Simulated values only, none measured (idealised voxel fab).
Presented below is a process module, voxel released beams.
For reference, the cross-section in this document is cut, with width 180 nm and square cells of 5 nm.
Square cells in a grid make up a cross-section in this document, and the grid is given as bands, listed from the top down, each one or more rows of cells.
In this notation a band is specified by the heights of its top and bottom, in that order and in nm, after which its materials appear from left to right, each paired with its width in nm. The word "edge to edge" attached to a single material means that material fills the band from edge to edge; the word "blank" stands for empty space.
Beneath 0, the wafer as received is one material, and that level is where height counting begins. The lowest band goes on downward without a bottom; it is written like "from 0 down".
Width: "30->40" (first number = top row, second number = bottom row, same change from row to row of cells).
"nothing changed" means the step left every cell of the cross-section as it was.
Empty spaces counting at least 8 cells and having no open way to the top are listed in "Fully closed voids". The notation width x height at distance is used for each, the distance being from the left edge and all three values in nm.
The remark found on a step's line after its settings is issued by the simulator itself and pertains to that step.
The setting "overlay nm" may be written on the line of a step. When the step uses a mask, the value reports how far to the right of the planned place the mask lay, and a negative value reports that it lay to the left.
# Listed below are the process steps as planned
- 1: RECEIVE | material Si
- 2: CONFORMAL_DEP | material Al2O3 | thk nm 5
- 3: DIRECTIONAL_DEP | material SiO2 | thk nm 20
- 4: MASKED_ETCH | tone open | mask id ANCHOR | width nm 40 | etch materials SiO2 | depth nm 20 | overlay nm 0
- 5: CONFORMAL_DEP | material SiN | thk nm 15
- 6: PATTERN | tone cover | mask id BEAM | material resist | width nm 105 | thk nm 15 | overlay nm 0
- 7: DIRECTIONAL_ETCH | etch materials SiN | depth nm 15
- 8: STRIP | etch materials resist
- 9: STRIP | etch materials SiO2
# First of two wafers: run as planned
# So this is the incoming wafer in cross-section - it's already been through step 1
  from 0 down = Si edge to edge
  Fully closed voids: none
# Presented here is a cross-section of the wafer after step 2 has been performed
  from 5 to 0 = Al2O3 edge to edge
  Everything below 0 is unchanged.
# Presented here is a cross-section of the wafer after step 3 has been performed
  from 25 to 5 = SiO2 edge to edge
  Everything below 5 is unchanged.
# Presented here is a cross-section of the wafer after step 4 has been performed
  from 25 to 5 = 40 SiO2, 40 blank, 100 SiO2
  Everything below 5 is unchanged.
# Presented here is a cross-section of the wafer after step 5 has been performed
  from 40 to 25 = 55 SiN, 10 blank, 115 SiN
  from 25 to 20 = 40 SiO2, 15 SiN, 10 blank, 15 SiN, 100 SiO2
  from 20 to 5 = 40 SiO2, 40 SiN, 100 SiO2
  Everything below 5 is unchanged.
# Presented here is a cross-section of the wafer after step 6 has been performed
  from 55 to 40 = 35 blank, 105 resist, 40 blank
  from 40 to 25 = 55 SiN, 10 resist, 115 SiN
  from 25 to 20 = 40 SiO2, 15 SiN, 10 resist, 15 SiN, 100 SiO2
  Everything below 20 is unchanged.
# Presented here is a cross-section of the wafer after step 7 has been performed
  from 55 to 40 = 35 blank, 105 resist, 40 blank
  from 40 to 25 = 35 blank, 20 SiN, 10 resist, 75 SiN, 40 blank
  Everything below 25 is unchanged.
# Presented here is a cross-section of the wafer after step 8 has been performed
  from 40 to 25 = 35 blank, 20 SiN, 10 blank, 75 SiN, 40 blank
  from 25 to 20 = 40 SiO2, 15 SiN, 10 blank, 15 SiN, 100 SiO2
  Everything below 20 is unchanged.
# Presented here is a cross-section of the wafer after step 9 has been performed
  from 40 to 25 = 35 blank, 20 SiN, 10 blank, 75 SiN, 40 blank
  from 25 to 20 = 40 blank, 15 SiN, 10 blank, 15 SiN, 100 blank
  from 20 to 5 = 40 blank, 40 SiN, 100 blank
  Everything below 5 is unchanged.
# What follows concerns the second wafer, which started out like the first and was meant to follow the very same plan; one mistake crept in when it was run, but everything up to and including step 3 is the same as for the first wafer
# Cross-section: second wafer, time at which step 4 was scheduled to end
  from 25 to 5 = 40 blank, 40 SiO2, 100 blank
  Everything below 5 is unchanged.
# Cross-section: second wafer, time at which step 5 was scheduled to end
  from 40 to 25 = 25 blank, 70 SiN, 85 blank
  from 25 to 20 = 25 blank, 15 SiN, 40 SiO2, 15 SiN, 85 blank
  from 20 to 5 = 40 SiN, 40 SiO2, 100 SiN
  Everything below 5 is unchanged.
# Cross-section: second wafer, time at which step 6 was scheduled to end
  from 55 to 40 = 35 blank, 105 resist, 40 blank
  from 40 to 25 = 25 blank, 70 SiN, 45 resist, 40 blank
  from 25 to 20 = 25 blank, 15 SiN, 40 SiO2, 15 SiN, 45 resist, 40 blank
  Everything below 20 is unchanged.
# Cross-section: second wafer, time at which step 7 was scheduled to end
  from 55 to 40 = 35 blank, 105 resist, 40 blank
  from 40 to 25 = 35 blank, 60 SiN, 45 resist, 40 blank
  from 25 to 20 = 25 blank, 15 SiN, 40 SiO2, 15 SiN, 45 resist, 40 blank
  from 20 to 5 = 25 blank, 15 SiN, 40 SiO2, 60 SiN, 40 blank
  Everything below 5 is unchanged.
# Cross-section: second wafer, time at which step 8 was scheduled to end
  from 40 to 25 = 35 blank, 60 SiN, 85 blank
  from 25 to 20 = 25 blank, 15 SiN, 40 SiO2, 15 SiN, 85 blank
  Everything below 20 is unchanged.
Cross-section: second wafer, time at which step 9 was scheduled to end: nothing changed
What was the processing mistake? not per plan at step 4, really ran MASKED_ETCH | tone cover | mask id ANCHOR | width nm 40 | etch materials SiO2 | depth nm 20 | overlay nm 0
FYI, end of process, the second wafer has more or fewer cells of some materials than the first: SiO2: 32 more
